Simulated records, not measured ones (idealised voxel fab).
Herein follows the process module entitled voxel self aligned vias.
For reference, the cross-section in this document is cut, with width 230 nm and square cells of 5 nm.
If you're reading a cross-section in this doc, picture square cells in a grid; it comes to you as bands, top ones listed first down to the bottom, and a band can be one or more rows of cells. Heads up on the band format: heights come first, top then bottom, in nm. After that it's the materials left to right, each with its width in nm. A single material flagged "full width" fills the whole band edge to edge, and "air" means there's empty space there. Note: height 0 marks the level under which the wafer is uniformly one material as received. Lowest band unbounded below, written "0..down". A two-number width, for instance "30->40", indicates that the width is equal to the first number in the top row of the band and to the second number in the bottom row, and that it changes by a constant amount per row of cells. Step marked "nothing different"? Then no cell in the cross-section changed in it. The label "Enclosed cavities" introduces a list of the empty spaces, 8 cells or larger, that have no open way up to the top; each entry in it reads width x height at distance, where the distance is taken from the left edge and all three are stated in nm. The remark found on a step's line after its settings is issued by the simulator itself and pertains to that step. overlay nm: mask right of planned place by this much (step with mask). Neg. = left.
## The steps planned for the process are as follows
1) op RECEIVE | material Si
2) op CONFORMAL_DEP | material SiO2 | thk nm 10
3) op CONFORMAL_DEP | material SiCN | thk nm 5
4) op DIRECTIONAL_DEP | material SiO2 | thk nm 30
5) op DIRECTIONAL_DEP | material aC | thk nm 10
6) op PATTERN | tone open | mask id LINES | material resist | width nm 30 | pitch nm 55 | thk nm 30 | overlay nm 0
7) op DIRECTIONAL_ETCH | etch materials aC | depth nm 10
8) op STRIP | etch materials resist
9) op DIRECTIONAL_ETCH | etch materials SiO2 | depth nm 30
10) op STRIP | etch materials aC
11) op CONFORMAL_DEP | material TiN | thk nm 5
12) op FILL_DEP | material Ru | thk nm 5
13) op CMP | height nm 45
14) op SELECTIVE_ETCH | etch materials W Ru TiN | depth nm 10
15) op FILL_DEP | material SiN | thk nm 10
16) op CMP | height nm 45
17) op DIRECTIONAL_DEP | material SiO2 | thk nm 15
18) op DIRECTIONAL_DEP | material aC | thk nm 10
19) op PATTERN | tone open | mask id VIAS | material resist | width nm 40 | thk nm 30 | overlay nm 0
20) op DIRECTIONAL_ETCH | etch materials aC | depth nm 10
21) op STRIP | etch materials resist
22) op DIRECTIONAL_ETCH | etch materials SiO2 | depth nm 15
23) op DIRECTIONAL_ETCH | etch materials SiN | depth nm 10
24) op STRIP | etch materials aC
25) op CONFORMAL_DEP | material TiN | thk nm 5
26) op FILL_DEP | material Cu | thk nm 5
27) op CMP | height nm 60
28) op CONFORMAL_DEP | material SiN | thk nm 5
## Incoming wafer, cross-sectional view, post step 1
	0..down: Si full width
	Enclosed cavities: none
## Starting structure and process plan are as shown above, but one mistake was made in running the module; the wafer cross-section at the end of the module follows
	65..60: SiN full width
	60..50: SiO2 (65), TiN (5), Cu (30), TiN (5), SiO2 (125)
	50..45: SiO2 (65), TiN (40), SiO2 (125)
	45..40: SiCN full width
	40..0: SiO2 full width
	0..down: Si full width
	Enclosed cavities: none
What went wrong in running the wafer? the executed order of steps 3 and 4 is the reverse of that specified in the plan, each step having taken the other's position
